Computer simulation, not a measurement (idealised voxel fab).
Proc. module: voxel gate over fins
It is cross-section cut that appears here, measuring 195 nm in width, its square cells being 5 nm in size.
Format of a cross-section: grid, square cells. Given as bands. Order: top down. Band: one or more rows of cells.
What a band's entry tells you: where the top is and where the bottom is, as heights in nm, and after that what lies inside, material by material from left to right, each with its width in nm. Empty space is written as the word "blank", and a single material marked with the word "full width" occupies the band from edge to edge.
Counting heights begins at 0, where everything beneath is, in the wafer as received, one material. The lowest band has no bottom; it goes on downwards, as "0..down" shows.
The notation "30..40" denotes a width that varies across the rows of cells in the band, beginning at the first number in the top row, finishing at the second number in the bottom row, and changing by an identical amount from each row to the next.
Take "nothing was modified" at face value: in the step it is given for, the cross-section changed in none of its cells.
Under "Listed closed voids" you'll find the enclosed gaps, the ones with no way out to the top, that are 8 cells or bigger; each reads width x height at distance, with distance counted from the left edge, everything in nm.
Note: text after step settings on the step line = simulator remark on that step.
The setting "overlay nm" may be written on the line of a step. When the step uses a mask, the value reports how far to the right of the planned place the mask lay, and a negative value reports that it lay to the left.
So here's the lineup of process steps we planned
1: RECEIVE [material Si]
2: CONFORMAL_DEP [material SiN] [thk nm 5]
3: MASKED_ETCH [tone cover] [mask id FINS] [width nm 15] [pitch nm 55] [etch materials SiN] [depth nm 5] [overlay nm 0]
4: MASKED_ETCH [tone cover] [mask id FINS] [width nm 15] [pitch nm 55] [etch materials Si] [depth nm 35] [overlay nm 0]
5: FILL_DEP [material SiO2] [thk nm 15]
6: CMP [height nm 5]
7: DIRECTIONAL_DEP [material aC] [thk nm 15]
8: PATTERN [tone open] [mask id RAIL] [material resist] [width nm 15] [thk nm 30] [overlay nm 0]
9: DIRECTIONAL_ETCH [etch materials aC] [depth nm 15]
10: STRIP [etch materials resist]
11: DIRECTIONAL_ETCH [etch materials SiO2] [depth nm 35]
12: STRIP [etch materials aC]
13: CONFORMAL_DEP [material TiN] [thk nm 5]
14: FILL_DEP [material W] [thk nm 5]
15: CMP [height nm 5]
16: SELECTIVE_ETCH [etch materials W Ru TiN] [depth nm 20]
17: FILL_DEP [material SiO2] [thk nm 5]
18: CMP [height nm 5]
19: SELECTIVE_ETCH [etch materials SiO2] [depth nm 15]
20: STRIP [etch materials SiN]
21: CONFORMAL_DEP [material HfO2] [thk nm 5]
22: CONFORMAL_DEP [material TiN] [thk nm 5]
23: FILL_DEP [material W] [thk nm 15]
24: CMP [height nm 20]
25: CONFORMAL_DEP [material SiCN] [thk nm 5]
What follows covers the first of two wafers; it ran as planned
Cross-section of the wafer at receipt, which is the condition after step 1
0..down: Si full width
Listed closed voids: none
You're looking at a cross-section of the wafer after step 2
5..0: SiN full width
At heights below 0, the structure remains unaltered.
You're looking at a cross-section of the wafer after step 3
5..0: 35 blank / 15 SiN / 40 blank / 15 SiN / 40 blank / 15 SiN / 35 blank
At heights below 0, the structure remains unaltered.
You're looking at a cross-section of the wafer after step 4
5..0: 35 blank / 15 SiN / 40 blank / 15 SiN / 40 blank / 15 SiN / 35 blank
0..-35: 35 blank / 15 Si / 40 blank / 15 Si / 40 blank / 15 Si / 35 blank
At heights below -35, the structure remains unaltered.
You're looking at a cross-section of the wafer after step 5
20..5: SiO2 full width
5..0: 35 SiO2 / 15 SiN / 40 SiO2 / 15 SiN / 40 SiO2 / 15 SiN / 35 SiO2
0..-35: 35 SiO2 / 15 Si / 40 SiO2 / 15 Si / 40 SiO2 / 15 Si / 35 SiO2
At heights below -35, the structure remains unaltered.
You're looking at a cross-section of the wafer after step 6
5..0: 35 SiO2 / 15 SiN / 40 SiO2 / 15 SiN / 40 SiO2 / 15 SiN / 35 SiO2
At heights below 0, the structure remains unaltered.
You're looking at a cross-section of the wafer after step 7
20..5: aC full width
At heights below 5, the structure remains unaltered.
You're looking at a cross-section of the wafer after step 8
50..20: 60 resist / 15 blank / 120 resist
At heights below 20, the structure remains unaltered.
You're looking at a cross-section of the wafer after step 9
35..20: 60 resist / 15 blank / 120 resist
20..5: 60 aC / 15 blank / 120 aC
At heights below 5, the structure remains unaltered.
You're looking at a cross-section of the wafer after step 10
20..5: 60 aC / 15 blank / 120 aC
At heights below 5, the structure remains unaltered.
You're looking at a cross-section of the wafer after step 11
20..5: 60 aC / 15 blank / 120 aC
5..0: 35 SiO2 / 15 SiN / 10 SiO2 / 15 blank / 15 SiO2 / 15 SiN / 40 SiO2 / 15 SiN / 35 SiO2
0..-30: 35 SiO2 / 15 Si / 10 SiO2 / 15 blank / 15 SiO2 / 15 Si / 40 SiO2 / 15 Si / 35 SiO2
At heights below -30, the structure remains unaltered.
You're looking at a cross-section of the wafer after step 12
5..0: 35 SiO2 / 15 SiN / 10 SiO2 / 15 blank / 15 SiO2 / 15 SiN / 40 SiO2 / 15 SiN / 35 SiO2
At heights below 0, the structure remains unaltered.
You're looking at a cross-section of the wafer after step 13
10..5: 65 TiN / 5 blank / 125 TiN
5..0: 35 SiO2 / 15 SiN / 10 SiO2 / 5 TiN / 5 blank / 5 TiN / 15 SiO2 / 15 SiN / 40 SiO2 / 15 SiN / 35 SiO2
0..-25: 35 SiO2 / 15 Si / 10 SiO2 / 5 TiN / 5 blank / 5 TiN / 15 SiO2 / 15 Si / 40 SiO2 / 15 Si / 35 SiO2
-25..-30: 35 SiO2 / 15 Si / 10 SiO2 / 15 TiN / 15 SiO2 / 15 Si / 40 SiO2 / 15 Si / 35 SiO2
At heights below -30, the structure remains unaltered.
You're looking at a cross-section of the wafer after step 14
15..10: W full width
10..5: 65 TiN / 5 W / 125 TiN
5..0: 35 SiO2 / 15 SiN / 10 SiO2 / 5 TiN / 5 W / 5 TiN / 15 SiO2 / 15 SiN / 40 SiO2 / 15 SiN / 35 SiO2
0..-25: 35 SiO2 / 15 Si / 10 SiO2 / 5 TiN / 5 W / 5 TiN / 15 SiO2 / 15 Si / 40 SiO2 / 15 Si / 35 SiO2
At heights below -25, the structure remains unaltered.
You're looking at a cross-section of the wafer after step 15
5..0: 35 SiO2 / 15 SiN / 10 SiO2 / 5 TiN / 5 W / 5 TiN / 15 SiO2 / 15 SiN / 40 SiO2 / 15 SiN / 35 SiO2
At heights below 0, the structure remains unaltered.
You're looking at a cross-section of the wafer after step 16
5..0: 35 SiO2 / 15 SiN / 10 SiO2 / 15 blank / 15 SiO2 / 15 SiN / 40 SiO2 / 15 SiN / 35 SiO2
0..-15: 35 SiO2 / 15 Si / 10 SiO2 / 15 blank / 15 SiO2 / 15 Si / 40 SiO2 / 15 Si / 35 SiO2
At heights below -15, the structure remains unaltered.
You're looking at a cross-section of the wafer after step 17
10..5: SiO2 full width
5..0: 35 SiO2 / 15 SiN / 40 SiO2 / 15 SiN / 40 SiO2 / 15 SiN / 35 SiO2
0..-15: 35 SiO2 / 15 Si / 40 SiO2 / 15 Si / 40 SiO2 / 15 Si / 35 SiO2
At heights below -15, the structure remains unaltered.
You're looking at a cross-section of the wafer after step 18
5..0: 35 SiO2 / 15 SiN / 40 SiO2 / 15 SiN / 40 SiO2 / 15 SiN / 35 SiO2
At heights below 0, the structure remains unaltered.
You're looking at a cross-section of the wafer after step 19
5..0: 35 blank / 15 SiN / 40 blank / 15 SiN / 40 blank / 15 SiN / 35 blank
0..-10: 35 blank / 15 Si / 40 blank / 15 Si / 40 blank / 15 Si / 35 blank
At heights below -10, the structure remains unaltered.
You're looking at a cross-section of the wafer after step 20
0..-10: 35 blank / 15 Si / 40 blank / 15 Si / 40 blank / 15 Si / 35 blank
At heights below -10, the structure remains unaltered.
You're looking at a cross-section of the wafer after step 21
5..0: 30 blank / 25 HfO2 / 30 blank / 25 HfO2 / 30 blank / 25 HfO2 / 30 blank
0..-5: 30 blank / 5 HfO2 / 15 Si / 5 HfO2 / 30 blank / 5 HfO2 / 15 Si / 5 HfO2 / 30 blank / 5 HfO2 / 15 Si / 5 HfO2 / 30 blank
-5..-10: 35 HfO2 / 15 Si / 40 HfO2 / 15 Si / 40 HfO2 / 15 Si / 35 HfO2
At heights below -10, the structure remains unaltered.
You're looking at a cross-section of the wafer after step 22
10..5: 25 blank / 35 TiN / 20 blank / 35 TiN / 20 blank / 35 TiN / 25 blank
5..0: 25 blank / 5 TiN / 25 HfO2 / 5 TiN / 20 blank / 5 TiN / 25 HfO2 / 5 TiN / 20 blank / 5 TiN / 25 HfO2 / 5 TiN / 25 blank
0..-5: 30 TiN / 5 HfO2 / 15 Si / 5 HfO2 / 30 TiN / 5 HfO2 / 15 Si / 5 HfO2 / 30 TiN / 5 HfO2 / 15 Si / 5 HfO2 / 30 TiN
At heights below -5, the structure remains unaltered.
You're looking at a cross-section of the wafer after step 23
25..10: W full width
10..5: 25 W / 35 TiN / 20 W / 35 TiN / 20 W / 35 TiN / 25 W
5..0: 25 W / 5 TiN / 25 HfO2 / 5 TiN / 20 W / 5 TiN / 25 HfO2 / 5 TiN / 20 W / 5 TiN / 25 HfO2 / 5 TiN / 25 W
At heights below 0, the structure remains unaltered.
You're looking at a cross-section of the wafer after step 24
20..10: W full width
At heights below 10, the structure remains unaltered.
You're looking at a cross-section of the wafer after step 25
25..20: SiCN full width
At heights below 20, the structure remains unaltered.
Wafer two: like wafer one in start and plan, but with one mistake in execution; identical up to and including step 7
Cross-section of the second wafer at the time by which step 8 should have been completed according to the plan
50..20: 55 resist / 25 blank / 115 resist
At heights below 20, the structure remains unaltered.
Cross-section of the second wafer at the time by which step 9 should have been completed according to the plan
35..20: 55 resist / 25 blank / 115 resist
20..5: 55 aC / 25 blank / 115 aC
At heights below 5, the structure remains unaltered.
Cross-section of the second wafer at the time by which step 10 should have been completed according to the plan
20..5: 55 aC / 25 blank / 115 aC
At heights below 5, the structure remains unaltered.
Cross-section of the second wafer at the time by which step 11 should have been completed according to the plan
20..5: 55 aC / 25 blank / 115 aC
5..0: 35 SiO2 / 15 SiN / 5 SiO2 / 25 blank / 10 SiO2 / 15 SiN / 40 SiO2 / 15 SiN / 35 SiO2
0..-30: 35 SiO2 / 15 Si / 5 SiO2 / 25 blank / 10 SiO2 / 15 Si / 40 SiO2 / 15 Si / 35 SiO2
At heights below -30, the structure remains unaltered.
Cross-section of the second wafer at the time by which step 12 should have been completed according to the plan
5..0: 35 SiO2 / 15 SiN / 5 SiO2 / 25 blank / 10 SiO2 / 15 SiN / 40 SiO2 / 15 SiN / 35 SiO2
At heights below 0, the structure remains unaltered.
Cross-section of the second wafer at the time by which step 13 should have been completed according to the plan
10..5: 60 TiN / 15 blank / 120 TiN
5..0: 35 SiO2 / 15 SiN / 5 SiO2 / 5 TiN / 15 blank / 5 TiN / 10 SiO2 / 15 SiN / 40 SiO2 / 15 SiN / 35 SiO2
0..-25: 35 SiO2 / 15 Si / 5 SiO2 / 5 TiN / 15 blank / 5 TiN / 10 SiO2 / 15 Si / 40 SiO2 / 15 Si / 35 SiO2
-25..-30: 35 SiO2 / 15 Si / 5 SiO2 / 25 TiN / 10 SiO2 / 15 Si / 40 SiO2 / 15 Si / 35 SiO2
At heights below -30, the structure remains unaltered.
Cross-section of the second wafer at the time by which step 14 should have been completed according to the plan
15..10: W full width
10..5: 60 TiN / 15 W / 120 TiN
5..0: 35 SiO2 / 15 SiN / 5 SiO2 / 5 TiN / 15 W / 5 TiN / 10 SiO2 / 15 SiN / 40 SiO2 / 15 SiN / 35 SiO2
0..-25: 35 SiO2 / 15 Si / 5 SiO2 / 5 TiN / 15 W / 5 TiN / 10 SiO2 / 15 Si / 40 SiO2 / 15 Si / 35 SiO2
At heights below -25, the structure remains unaltered.
Cross-section of the second wafer at the time by which step 15 should have been completed according to the plan
5..0: 35 SiO2 / 15 SiN / 5 SiO2 / 5 TiN / 15 W / 5 TiN / 10 SiO2 / 15 SiN / 40 SiO2 / 15 SiN / 35 SiO2
At heights below 0, the structure remains unaltered.
Cross-section of the second wafer at the time by which step 16 should have been completed according to the plan
5..0: 35 SiO2 / 15 SiN / 5 SiO2 / 25 blank / 10 SiO2 / 15 SiN / 40 SiO2 / 15 SiN / 35 SiO2
0..-15: 35 SiO2 / 15 Si / 5 SiO2 / 25 blank / 10 SiO2 / 15 Si / 40 SiO2 / 15 Si / 35 SiO2
At heights below -15, the structure remains unaltered.
Cross-section of the second wafer at the time by which step 17 should have been completed according to the plan
10..5: SiO2 full width
5..0: 35 SiO2 / 15 SiN / 40 SiO2 / 15 SiN / 40 SiO2 / 15 SiN / 35 SiO2
0..-15: 35 SiO2 / 15 Si / 40 SiO2 / 15 Si / 40 SiO2 / 15 Si / 35 SiO2
At heights below -15, the structure remains unaltered.
Cross-section of the second wafer at the time by which step 18 should have been completed according to the plan
5..0: 35 SiO2 / 15 SiN / 40 SiO2 / 15 SiN / 40 SiO2 / 15 SiN / 35 SiO2
At heights below 0, the structure remains unaltered.
Cross-section of the second wafer at the time by which step 19 should have been completed according to the plan
5..0: 35 blank / 15 SiN / 40 blank / 15 SiN / 40 blank / 15 SiN / 35 blank
0..-10: 35 blank / 15 Si / 40 blank / 15 Si / 40 blank / 15 Si / 35 blank
At heights below -10, the structure remains unaltered.
Cross-section of the second wafer at the time by which step 20 should have been completed according to the plan
0..-10: 35 blank / 15 Si / 40 blank / 15 Si / 40 blank / 15 Si / 35 blank
At heights below -10, the structure remains unaltered.
Cross-section of the second wafer at the time by which step 21 should have been completed according to the plan
5..0: 30 blank / 25 HfO2 / 30 blank / 25 HfO2 / 30 blank / 25 HfO2 / 30 blank
0..-5: 30 blank / 5 HfO2 / 15 Si / 5 HfO2 / 30 blank / 5 HfO2 / 15 Si / 5 HfO2 / 30 blank / 5 HfO2 / 15 Si / 5 HfO2 / 30 blank
-5..-10: 35 HfO2 / 15 Si / 40 HfO2 / 15 Si / 40 HfO2 / 15 Si / 35 HfO2
At heights below -10, the structure remains unaltered.
Cross-section of the second wafer at the time by which step 22 should have been completed according to the plan
10..5: 25 blank / 35 TiN / 20 blank / 35 TiN / 20 blank / 35 TiN / 25 blank
5..0: 25 blank / 5 TiN / 25 HfO2 / 5 TiN / 20 blank / 5 TiN / 25 HfO2 / 5 TiN / 20 blank / 5 TiN / 25 HfO2 / 5 TiN / 25 blank
0..-5: 30 TiN / 5 HfO2 / 15 Si / 5 HfO2 / 30 TiN / 5 HfO2 / 15 Si / 5 HfO2 / 30 TiN / 5 HfO2 / 15 Si / 5 HfO2 / 30 TiN
At heights below -5, the structure remains unaltered.
Cross-section of the second wafer at the time by which step 23 should have been completed according to the plan
25..10: W full width
10..5: 25 W / 35 TiN / 20 W / 35 TiN / 20 W / 35 TiN / 25 W
5..0: 25 W / 5 TiN / 25 HfO2 / 5 TiN / 20 W / 5 TiN / 25 HfO2 / 5 TiN / 20 W / 5 TiN / 25 HfO2 / 5 TiN / 25 W
At heights below 0, the structure remains unaltered.
Cross-section of the second wafer at the time by which step 24 should have been completed according to the plan
20..10: W full width
At heights below 10, the structure remains unaltered.
Cross-section of the second wafer at the time by which step 25 should have been completed according to the plan
25..20: SiCN full width
At heights below 20, the structure remains unaltered.
What was the processing mistake? it should be noted that step 8 was executed with settings other than those planned, the operation and settings actually applied being PATTERN [tone open] [mask id RAIL] [material resist] [width nm 25] [thk nm 30] [overlay nm 0]
Once processing is complete, comparing cell counts shows that the second wafer has more or fewer of certain materials than the first: SiO2 -6, TiN +2, W +4
